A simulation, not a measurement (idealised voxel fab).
process module | voxel air gaps
cross-section cut | 175 nm wide | cells 5 nm
A cross-section is a grid of square cells, given in bands from the top down. A band is one or more rows of cells.
Each band's line starts with the height of the band's top and of its bottom, in nm. Then come its materials from left to right, each with its width in nm. One material with "throughout" fills the band from edge to edge. "air" is empty space.
Height 0 is the level under which the wafer as received is all one material. The lowest band goes on downwards, as in "0 down".
A width such as "30 to 40" changes by the same amount from each row of cells to the next, from the band's top row to its bottom row.
"no change" after a step means that no cell of the cross-section changed.
closed voids: empty space of 8 cells or more with no open way to the top, each as width x height at its distance from the left edge, in nm
after a step's settings: what the simulator itself notes on the step
overlay nm, on a step with a mask: how far to the right of its planned place the mask lay; to the left if negative
Each pair below shows a cross-section before one step and the cross-section after it, down to the lowest band that changed. The line under each pair gives the step between them, with its settings. The pairs can come from different runs of this module on the same starting wafer, so a pair continues from the pair above only where its "before" says so.
before
  55 to 50: TiN 40 | air 15 | TiN 35 | air 15 | TiN 35 | air 15 | TiN 20
  50 to 25: SiO2 35 | TiN 5 | air 15 | TiN 5 | SiO2 25 | TiN 5 | air 15 | TiN 5 | SiO2 25 | TiN 5 | air 15 | TiN 5 | SiO2 15
  25 to 20: SiO2 35 | TiN 25 | SiO2 25 | TiN 25 | SiO2 25 | TiN 25 | SiO2 15
  20 to 15: SiCN throughout
  15 to 0: SiO2 throughout
  0 down: Si throughout
  closed voids: none
after
  65 to 55: Cu throughout
  55 to 50: TiN 40 | Cu 15 | TiN 35 | Cu 15 | TiN 35 | Cu 15 | TiN 20
  50 to 25: SiO2 35 | TiN 5 | Cu 15 | TiN 5 | SiO2 25 | TiN 5 | Cu 15 | TiN 5 | SiO2 25 | TiN 5 | Cu 15 | TiN 5 | SiO2 15
  below 25: unchanged
  closed voids: none
the step between: op FILL_DEP | material Cu | thk nm 10
before: the cross-section after the pair above
after
  50 to 25: SiO2 35 | TiN 5 | Cu 15 | TiN 5 | SiO2 25 | TiN 5 | Cu 15 | TiN 5 | SiO2 25 | TiN 5 | Cu 15 | TiN 5 | SiO2 15
  below 25: unchanged
  closed voids: none
the step between: op CMP | height nm 50
before: the cross-section after the pair above
after
  60 to 50: air 25 | Ru 45 | air 5 | Ru 45 | air 5 | Ru 45 | air 5
  below 50: unchanged
  closed voids: none
the step between: op EPI | material Ru | thk nm 10
before: the cross-section after the pair above
after
  60 to 50: air 25 | Ru 45 | air 5 | Ru 45 | air 5 | Ru 45 | air 5
  50 to 25: air 35 | TiN 5 | Cu 15 | TiN 5 | air 25 | TiN 5 | Cu 15 | TiN 5 | air 25 | TiN 5 | Cu 15 | TiN 5 | air 15
  25 to 20: air 35 | TiN 25 | air 25 | TiN 25 | air 25 | TiN 25 | air 15
  below 20: unchanged
  closed voids: none
the step between: op SELECTIVE_ETCH | etch materials SiO2 | depth nm 40
before: the cross-section after the pair above
after
  65 to 60: air 20 | SiCN 155
  60 to 50: air 20 | SiCN 5 | Ru 45 | SiCN 5 | Ru 45 | SiCN 5 | Ru 45 | SiCN 5
  50 to 45: air 20 | SiCN 15 | TiN 5 | Cu 15 | TiN 5 | SiCN 25 | TiN 5 | Cu 15 | TiN 5 | SiCN 25 | TiN 5 | Cu 15 | TiN 5 | SiCN 15
  45 to 25: air 30 | SiCN 5 | TiN 5 | Cu 15 | TiN 5 | SiCN 5 | air 15 | SiCN 5 | TiN 5 | Cu 15 | TiN 5 | SiCN 5 | air 15 | SiCN 5 | TiN 5 | Cu 15 | TiN 5 | SiCN 5 | air 10
  25 to 20: SiCN 35 | TiN 25 | SiCN 25 | TiN 25 | SiCN 25 | TiN 25 | SiCN 15
  below 20: unchanged
  closed voids: 15 x 20 at 65; 15 x 20 at 115; 10 x 20 at 165
the step between: op CONFORMAL_DEP | material SiCN | thk nm 5
before
  0 down: Si throughout
  closed voids: none
after
  15 to 0: Cu throughout
  below 0: unchanged
  closed voids: none
the step between: op CONFORMAL_DEP | material Cu | thk nm 15
before: the cross-section after the pair above
after
  20 to 15: SiCN throughout
  below 15: unchanged
  closed voids: none
the step between: op CONFORMAL_DEP | material SiCN | thk nm 5
before: the cross-section after the pair above
after
  50 to 20: SiO2 throughout
  below 20: unchanged
  closed voids: none
the step between: op DIRECTIONAL_DEP | material SiO2 | thk nm 30
before: the cross-section after the pair above
after
  65 to 50: aC throughout
  below 50: unchanged
  closed voids: none
the step between: op DIRECTIONAL_DEP | material aC | thk nm 15
before: the cross-section after the pair above
after
  100 to 65: resist 25 | air 25 | resist 25 | air 25 | resist 25 | air 25 | resist 25
  below 65: unchanged
  closed voids: none
the step between: op PATTERN | tone open | mask id LINES | material resist | width nm 25 | pitch nm 50 | thk nm 35 | overlay nm 0
before: the cross-section after the pair above
after
  85 to 65: resist 25 | air 25 | resist 25 | air 25 | resist 25 | air 25 | resist 25
  65 to 50: aC 25 | air 25 | aC 25 | air 25 | aC 25 | air 25 | aC 25
  below 50: unchanged
  closed voids: none
the step between: op DIRECTIONAL_ETCH | etch materials aC | depth nm 15
before: the cross-section after the pair above
after
  65 to 50: aC 25 | air 25 | aC 25 | air 25 | aC 25 | air 25 | aC 25
  below 50: unchanged
  closed voids: none
the step between: op STRIP | etch materials resist
before: the cross-section after the pair above
after
  65 to 50: aC 25 | air 25 | aC 25 | air 25 | aC 25 | air 25 | aC 25
  50 to 20: SiO2 25 | air 25 | SiO2 25 | air 25 | SiO2 25 | air 25 | SiO2 25
  below 20: unchanged
  closed voids: none
the step between: op DIRECTIONAL_ETCH | etch materials SiO2 | depth nm 30
before: the cross-section after the pair above
after
  50 to 20: SiO2 25 | air 25 | SiO2 25 | air 25 | SiO2 25 | air 25 | SiO2 25
  below 20: unchanged
  closed voids: none
the step between: op STRIP | etch materials aC
before: the cross-section after the pair above
after
  55 to 50: TiN 30 | air 15 | TiN 35 | air 15 | TiN 35 | air 15 | TiN 30
  50 to 25: SiO2 25 | TiN 5 | air 15 | TiN 5 | SiO2 25 | TiN 5 | air 15 | TiN 5 | SiO2 25 | TiN 5 | air 15 | TiN 5 | SiO2 25
  25 to 20: SiO2 25 | TiN 25 | SiO2 25 | TiN 25 | SiO2 25 | TiN 25 | SiO2 25
  below 20: unchanged
  closed voids: none
the step between: op CONFORMAL_DEP | material TiN | thk nm 5
before: the cross-section after the pair above
after
  65 to 55: Cu throughout
  55 to 50: TiN 30 | Cu 15 | TiN 35 | Cu 15 | TiN 35 | Cu 15 | TiN 30
  50 to 25: SiO2 25 | TiN 5 | Cu 15 | TiN 5 | SiO2 25 | TiN 5 | Cu 15 | TiN 5 | SiO2 25 | TiN 5 | Cu 15 | TiN 5 | SiO2 25
  below 25: unchanged
  closed voids: none
the step between: op FILL_DEP | material Cu | thk nm 10
before: the cross-section after the pair above
after
  50 to 25: SiO2 25 | TiN 5 | Cu 15 | TiN 5 | SiO2 25 | TiN 5 | Cu 15 | TiN 5 | SiO2 25 | TiN 5 | Cu 15 | TiN 5 | SiO2 25
  below 25: unchanged
  closed voids: none
the step between: op CMP | height nm 50
before: the cross-section after the pair above
after
  60 to 50: air 15 | Ru 45 | air 5 | Ru 45 | air 5 | Ru 45 | air 15
  below 50: unchanged
  closed voids: none
the step between: op EPI | material Ru | thk nm 10
before: the cross-section after the pair above
after
  60 to 50: air 15 | Ru 45 | air 5 | Ru 45 | air 5 | Ru 45 | air 15
  50 to 25: air 25 | TiN 5 | Cu 15 | TiN 5 | air 25 | TiN 5 | Cu 15 | TiN 5 | air 25 | TiN 5 | Cu 15 | TiN 5 | air 25
  25 to 20: air 25 | TiN 25 | air 25 | TiN 25 | air 25 | TiN 25 | air 25
  below 20: unchanged
  closed voids: none
the step between: op SELECTIVE_ETCH | etch materials SiO2 | depth nm 40
before: the cross-section after the pair above
after
  65 to 60: air 10 | SiCN 155 | air 10
  60 to 50: air 10 | SiCN 5 | Ru 45 | SiCN 5 | Ru 45 | SiCN 5 | Ru 45 | SiCN 5 | air 10
  50 to 45: air 10 | SiCN 15 | TiN 5 | Cu 15 | TiN 5 | SiCN 25 | TiN 5 | Cu 15 | TiN 5 | SiCN 25 | TiN 5 | Cu 15 | TiN 5 | SiCN 15 | air 10
  45 to 25: air 20 | SiCN 5 | TiN 5 | Cu 15 | TiN 5 | SiCN 5 | air 15 | SiCN 5 | TiN 5 | Cu 15 | TiN 5 | SiCN 5 | air 15 | SiCN 5 | TiN 5 | Cu 15 | TiN 5 | SiCN 5 | air 20
  25 to 20: SiCN 25 | TiN 25 | SiCN 25 | TiN 25 | SiCN 25 | TiN 25 | SiCN 25
  below 20: unchanged
  closed voids: 15 x 20 at 55; 15 x 20 at 105
the step between: op CONFORMAL_DEP | material SiCN | thk nm 5
before
  65 to 50: aC throughout
  50 to 20: SiO2 throughout
  20 to 15: SiCN throughout
  15 to 0: SiO2 throughout
  0 down: Si throughout
  closed voids: none
after
  100 to 65: air 25 | resist 25 | air 25 | resist 25 | air 25 | resist 25 | air 25
  below 65: unchanged
  closed voids: none
the step between: op PATTERN | tone cover | mask id LINES | material resist | width nm 25 | pitch nm 50 | thk nm 35 | overlay nm 0
before: the cross-section after the pair above
after
  85 to 65: air 25 | resist 25 | air 25 | resist 25 | air 25 | resist 25 | air 25
  65 to 50: air 25 | aC 25 | air 25 | aC 25 | air 25 | aC 25 | air 25
  below 50: unchanged
  closed voids: none
the step between: op DIRECTIONAL_ETCH | etch materials aC | depth nm 15
before: the cross-section after the pair above
after
  65 to 50: air 25 | aC 25 | air 25 | aC 25 | air 25 | aC 25 | air 25
  below 50: unchanged
  closed voids: none
the step between: op STRIP | etch materials resist
before: the cross-section after the pair above
after
  65 to 50: air 25 | aC 25 | air 25 | aC 25 | air 25 | aC 25 | air 25
  50 to 20: air 25 | SiO2 25 | air 25 | SiO2 25 | air 25 | SiO2 25 | air 25
  below 20: unchanged
  closed voids: none
the step between: op DIRECTIONAL_ETCH | etch materials SiO2 | depth nm 30
before: the cross-section after the pair above
after
  50 to 20: air 25 | SiO2 25 | air 25 | SiO2 25 | air 25 | SiO2 25 | air 25
  below 20: unchanged
  closed voids: none
the step between: op STRIP | etch materials aC
before: the cross-section after the pair above
after
  55 to 50: air 20 | TiN 35 | air 15 | TiN 35 | air 15 | TiN 35 | air 20
  50 to 25: air 20 | TiN 5 | SiO2 25 | TiN 5 | air 15 | TiN 5 | SiO2 25 | TiN 5 | air 15 | TiN 5 | SiO2 25 | TiN 5 | air 20
  25 to 20: TiN 25 | SiO2 25 | TiN 25 | SiO2 25 | TiN 25 | SiO2 25 | TiN 25
  below 20: unchanged
  closed voids: none
the step between: op CONFORMAL_DEP | material TiN | thk nm 5
before: the cross-section after the pair above
after
  65 to 55: Cu throughout
  55 to 50: Cu 20 | TiN 35 | Cu 15 | TiN 35 | Cu 15 | TiN 35 | Cu 20
  50 to 25: Cu 20 | TiN 5 | SiO2 25 | TiN 5 | Cu 15 | TiN 5 | SiO2 25 | TiN 5 | Cu 15 | TiN 5 | SiO2 25 | TiN 5 | Cu 20
  below 25: unchanged
  closed voids: none
the step between: op FILL_DEP | material Cu | thk nm 10
before: the cross-section after the pair above
after
  50 to 25: Cu 20 | TiN 5 | SiO2 25 | TiN 5 | Cu 15 | TiN 5 | SiO2 25 | TiN 5 | Cu 15 | TiN 5 | SiO2 25 | TiN 5 | Cu 20
  below 25: unchanged
  closed voids: none
the step between: op CMP | height nm 50
before: the cross-section after the pair above
after
  60 to 50: Ru 35 | air 5 | Ru 45 | air 5 | Ru 45 | air 5 | Ru 35
  below 50: unchanged
  closed voids: none
the step between: op EPI | material Ru | thk nm 10
before: the cross-section after the pair above
after
  60 to 50: Ru 35 | air 5 | Ru 45 | air 5 | Ru 45 | air 5 | Ru 35
  50 to 25: Cu 20 | TiN 5 | air 25 | TiN 5 | Cu 15 | TiN 5 | air 25 | TiN 5 | Cu 15 | TiN 5 | air 25 | TiN 5 | Cu 20
  25 to 20: TiN 25 | air 25 | TiN 25 | air 25 | TiN 25 | air 25 | TiN 25
  below 20: unchanged
  closed voids: none
the step between: op SELECTIVE_ETCH | etch materials SiO2 | depth nm 40
before: the cross-section after the pair above
after
  65 to 60: SiCN throughout
  60 to 50: Ru 35 | SiCN 5 | Ru 45 | SiCN 5 | Ru 45 | SiCN 5 | Ru 35
  50 to 45: Cu 20 | TiN 5 | SiCN 25 | TiN 5 | Cu 15 | TiN 5 | SiCN 25 | TiN 5 | Cu 15 | TiN 5 | SiCN 25 | TiN 5 | Cu 20
  45 to 25: Cu 20 | TiN 5 | SiCN 5 | air 15 | SiCN 5 | TiN 5 | Cu 15 | TiN 5 | SiCN 5 | air 15 | SiCN 5 | TiN 5 | Cu 15 | TiN 5 | SiCN 5 | air 15 | SiCN 5 | TiN 5 | Cu 20
  25 to 20: TiN 25 | SiCN 25 | TiN 25 | SiCN 25 | TiN 25 | SiCN 25 | TiN 25
  below 20: unchanged
  closed voids: 15 x 20 at 30; 15 x 20 at 80; 15 x 20 at 130
the step between: op CONFORMAL_DEP | material SiCN | thk nm 5
